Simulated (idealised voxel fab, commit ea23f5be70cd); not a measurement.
Process module in this document: voxel self aligned contacts
Displayed cross-section: cut, width of 185 nm, square cells sized 5 nm.
The cross-sections in this document take the form of a grid made of square cells. They are written out as bands, in order from top to bottom. Each band consists of one or more rows of cells. Basically the band line says how high the top is and how high the bottom is, in nm, and then what's in it from left to right, every material with its width in nm. Empty space shows up as "air", and if a single material carries "everywhere" it runs the full band edge to edge. Beneath 0, the wafer as received is one material, and that level is where height counting begins. The lowest band goes on downward without a bottom; it is written like "0 -> down". Width: "30->40" (first number = top row, second number = bottom row, same change from row to row of cells). Key: "remains unaltered" - step with no changed cell in the cross-section. In the "Entrapped void list" entry, you get each enclosed empty space of 8 cells or more, one with no open way to the top, written width x height at distance, distance from the left edge, in nm. Read whatever lies past the settings on a step's line as the simulator's own remark about the step. Regarding "overlay nm": on a step with a mask, it is the distance the mask lay to the right of its planned place; a negative value places it to the left.
-- Steps planned for the process
1 RECEIVE: material Si
2 CONFORMAL_DEP: material SiO2, thk nm 5
3 DIRECTIONAL_DEP: material polySi, thk nm 20
4 DIRECTIONAL_DEP: material SiN, thk nm 15
5 PATTERN: tone cover, mask id GATE, material resist, width nm 30, pitch nm 60, thk nm 15, overlay nm 0
6 DIRECTIONAL_ETCH: etch materials SiN, depth nm 15
7 DIRECTIONAL_ETCH: etch materials polySi, depth nm 20
8 STRIP: etch materials resist
9 CONFORMAL_DEP: material SiN, thk nm 5
10 DIRECTIONAL_ETCH: etch materials SiN, depth nm 5
11 FILL_DEP: material SiO2, thk nm 15
12 CMP: height nm 45
13 MASKED_ETCH: tone open, mask id CONTACT, width nm 40, pitch nm 60, etch materials SiO2, depth nm 45, overlay nm 0
14 CONFORMAL_DEP: material TiN, thk nm 5
15 FILL_DEP: material W, thk nm 5
16 CMP: height nm 45
17 CONFORMAL_DEP: material SiCN, thk nm 5
-- Cross-section of the wafer as it came to us, i.e., already through step 1
0 -> down  Si everywhere
Entrapped void list: none
-- As-planned run: cross-section of the first of two wafers at end of module
50 -> 45  SiCN everywhere
45 -> 40  SiO2 (40) | TiN (15) | W (10) | TiN (15) | SiO2 (20) | TiN (15) | W (10) | TiN (15) | SiO2 (45)
40 -> 25  SiO2 (10) | SiN (40) | TiN (5) | W (10) | TiN (5) | SiN (40) | TiN (5) | W (10) | TiN (5) | SiN (40) | SiO2 (15)
25 -> 5  SiO2 (10) | SiN (5) | polySi (30) | SiN (5) | TiN (5) | W (10) | TiN (5) | SiN (5) | polySi (30) | SiN (5) | TiN (5) | W (10) | TiN (5) | SiN (5) | polySi (30) | SiN (5) | SiO2 (15)
5 -> 0  SiO2 (50) | TiN (20) | SiO2 (40) | TiN (20) | SiO2 (55)
0 -> down  Si everywhere
Entrapped void list: none
-- So this is wafer number two of the two, cut at the end of the module - it started where the first did and had the same plan, we just got one thing wrong running it
50 -> 45  SiCN everywhere
45 -> 30  SiO2 (10) | SiN (5) | polySi (30) | SiN (5) | TiN (5) | W (10) | TiN (5) | SiN (5) | polySi (30) | SiN (5) | TiN (5) | W (10) | TiN (5) | SiN (5) | polySi (30) | SiN (5) | SiO2 (15)
30 -> 25  SiO2 (10) | SiN (5) | polySi (30) | SiN (5) | TiN (20) | SiN (5) | polySi (30) | SiN (5) | TiN (20) | SiN (5) | polySi (30) | SiN (5) | SiO2 (15)
25 -> 5  polySi everywhere
5 -> 0  SiO2 everywhere
0 -> down  Si everywhere
Entrapped void list: none
What was done differently from what was planned? step 3 of the plan saw execution twice
Materials where the second wafer ends with more or fewer cells than the first: SiN -72; SiO2 -28; TiN -28; W -20; polySi +148
